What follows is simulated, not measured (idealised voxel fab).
Module name: voxel ribs on slabs (process module)
In the cross-section labelled cut, the width is 175 nm and each square cell is 5 nm.
Format of a cross-section: grid, square cells. Given as bands. Order: top down. Band: one or more rows of cells.
Basically the band line says how high the top is and how high the bottom is, in nm, and then what's in it from left to right, every material with its width in nm. Empty space shows up as "empty", and if a single material carries "everywhere" it runs the full band edge to edge.
All heights in this document are referenced to 0, defined as the level beneath which the wafer, as received, consists entirely of one material. The lowest band is not bounded below; it extends indefinitely downward and is written in the form "from 0 down".
Top row gets the first number, bottom row gets the second, and each row in between changes by the same step: that is how a band width like "30->40" works.
Step note "no modification" = no cross-section cell changed.
If an empty space has no open way to the top and is at least 8 cells in size, "Completely sealed voids" lists it, written width x height at distance, where distance is measured from the left edge and every value is in nm.
Anything after a step's settings on that line? It's the simulator's own note about the step.
Each step line may optionally specify "overlay nm", which for a step with a mask gives the rightward distance between the mask's planned place and where it lay, a negative value indicating the leftward direction.

Planned step list for the process
1. RECEIVE, material Si
2. DIRECTIONAL_DEP, material SiO2, thk nm 20
3. DIRECTIONAL_DEP, material SiN, thk nm 15
4. DIRECTIONAL_DEP, material aC, thk nm 10
5. PATTERN, tone cover, mask id RIB, material resist, width nm 25, thk nm 25, overlay nm 0
6. DIRECTIONAL_ETCH, etch materials aC, depth nm 10
7. STRIP, etch materials resist
8. DIRECTIONAL_ETCH, etch materials SiN, depth nm 5
9. STRIP, etch materials aC
10. MASKED_ETCH, tone cover, mask id SLAB, width nm 85, etch materials SiN, depth nm 10, overlay nm 0
11. FILL_DEP, material SiO2, thk nm 25
12. CMP, height nm 50
13. DIRECTIONAL_DEP, material W, thk nm 5
14. DIRECTIONAL_DEP, material aC, thk nm 10
15. PATTERN, tone cover, mask id HEATER, material resist, width nm 35, thk nm 25, overlay nm 0
16. DIRECTIONAL_ETCH, etch materials aC, depth nm 10
17. STRIP, etch materials resist
18. DIRECTIONAL_ETCH, etch materials W, depth nm 5
19. STRIP, etch materials aC
20. CONFORMAL_DEP, material SiO2, thk nm 5

Wafer, first of two, run as planned

Cross-section of the incoming wafer, state after step 1
* from 0 down | Si everywhere
* Completely sealed voids: none

You're looking at a cross-section of the wafer after step 2
* from 20 to 0 | SiO2 everywhere
* Lower than 0, everything is as it was.

You're looking at a cross-section of the wafer after step 3
* from 35 to 20 | SiN everywhere
* Lower than 20, everything is as it was.

You're looking at a cross-section of the wafer after step 4
* from 45 to 35 | aC everywhere
* Lower than 35, everything is as it was.

You're looking at a cross-section of the wafer after step 5
* from 70 to 45 | empty 75  resist 25  empty 75
* Lower than 45, everything is as it was.

You're looking at a cross-section of the wafer after step 6
* from 60 to 45 | empty 75  resist 25  empty 75
* from 45 to 35 | empty 75  aC 25  empty 75
* Lower than 35, everything is as it was.

You're looking at a cross-section of the wafer after step 7
* from 45 to 35 | empty 75  aC 25  empty 75
* Lower than 35, everything is as it was.

You're looking at a cross-section of the wafer after step 8
* from 45 to 35 | empty 75  aC 25  empty 75
* from 35 to 30 | empty 75  SiN 25  empty 75
* Lower than 30, everything is as it was.

You're looking at a cross-section of the wafer after step 9
* from 35 to 30 | empty 75  SiN 25  empty 75
* Lower than 30, everything is as it was.

You're looking at a cross-section of the wafer after step 10
* from 35 to 30 | empty 75  SiN 25  empty 75
* from 30 to 20 | empty 45  SiN 85  empty 45
* Lower than 20, everything is as it was.

You're looking at a cross-section of the wafer after step 11
* from 60 to 35 | SiO2 everywhere
* from 35 to 30 | SiO2 75  SiN 25  SiO2 75
* from 30 to 20 | SiO2 45  SiN 85  SiO2 45
* Lower than 20, everything is as it was.

You're looking at a cross-section of the wafer after step 12
* from 50 to 35 | SiO2 everywhere
* Lower than 35, everything is as it was.

You're looking at a cross-section of the wafer after step 13
* from 55 to 50 | W everywhere
* Lower than 50, everything is as it was.

You're looking at a cross-section of the wafer after step 14
* from 65 to 55 | aC everywhere
* Lower than 55, everything is as it was.

You're looking at a cross-section of the wafer after step 15
* from 90 to 65 | empty 70  resist 35  empty 70
* Lower than 65, everything is as it was.

You're looking at a cross-section of the wafer after step 16
* from 80 to 65 | empty 70  resist 35  empty 70
* from 65 to 55 | empty 70  aC 35  empty 70
* Lower than 55, everything is as it was.

You're looking at a cross-section of the wafer after step 17
* from 65 to 55 | empty 70  aC 35  empty 70
* Lower than 55, everything is as it was.

You're looking at a cross-section of the wafer after step 18
* from 65 to 55 | empty 70  aC 35  empty 70
* from 55 to 50 | empty 70  W 35  empty 70
* Lower than 50, everything is as it was.

You're looking at a cross-section of the wafer after step 19
* from 55 to 50 | empty 70  W 35  empty 70
* Lower than 50, everything is as it was.

You're looking at a cross-section of the wafer after step 20
* from 60 to 55 | empty 65  SiO2 45  empty 65
* from 55 to 50 | SiO2 70  W 35  SiO2 70
* Lower than 50, everything is as it was.

Second wafer: same start and same plan as the first, one execution error; identical to the first through step 14

Second wafer profile in section, at the moment step 15 of the plan was meant to be complete
* from 90 to 65 | empty 70  resist 40  empty 65
* Lower than 65, everything is as it was.

Second wafer profile in section, at the moment step 16 of the plan was meant to be complete
* from 80 to 65 | empty 70  resist 40  empty 65
* from 65 to 55 | empty 70  aC 40  empty 65
* Lower than 55, everything is as it was.

Second wafer profile in section, at the moment step 17 of the plan was meant to be complete
* from 65 to 55 | empty 70  aC 40  empty 65
* Lower than 55, everything is as it was.

Second wafer profile in section, at the moment step 18 of the plan was meant to be complete
* from 65 to 55 | empty 70  aC 40  empty 65
* from 55 to 50 | empty 70  W 40  empty 65
* Lower than 50, everything is as it was.

Second wafer profile in section, at the moment step 19 of the plan was meant to be complete
* from 55 to 50 | empty 70  W 40  empty 65
* Lower than 50, everything is as it was.

Second wafer profile in section, at the moment step 20 of the plan was meant to be complete
* from 60 to 55 | empty 65  SiO2 50  empty 60
* from 55 to 50 | SiO2 70  W 40  SiO2 65
* Lower than 50, everything is as it was.
What was the processing mistake? contrary to plan, step 15 was performed as PATTERN, tone cover, mask id HEATER, material resist, width nm 40, thk nm 25, overlay nm 0
Final tally in cells, some materials are higher or lower on the second wafer than on the first: 1 more of W
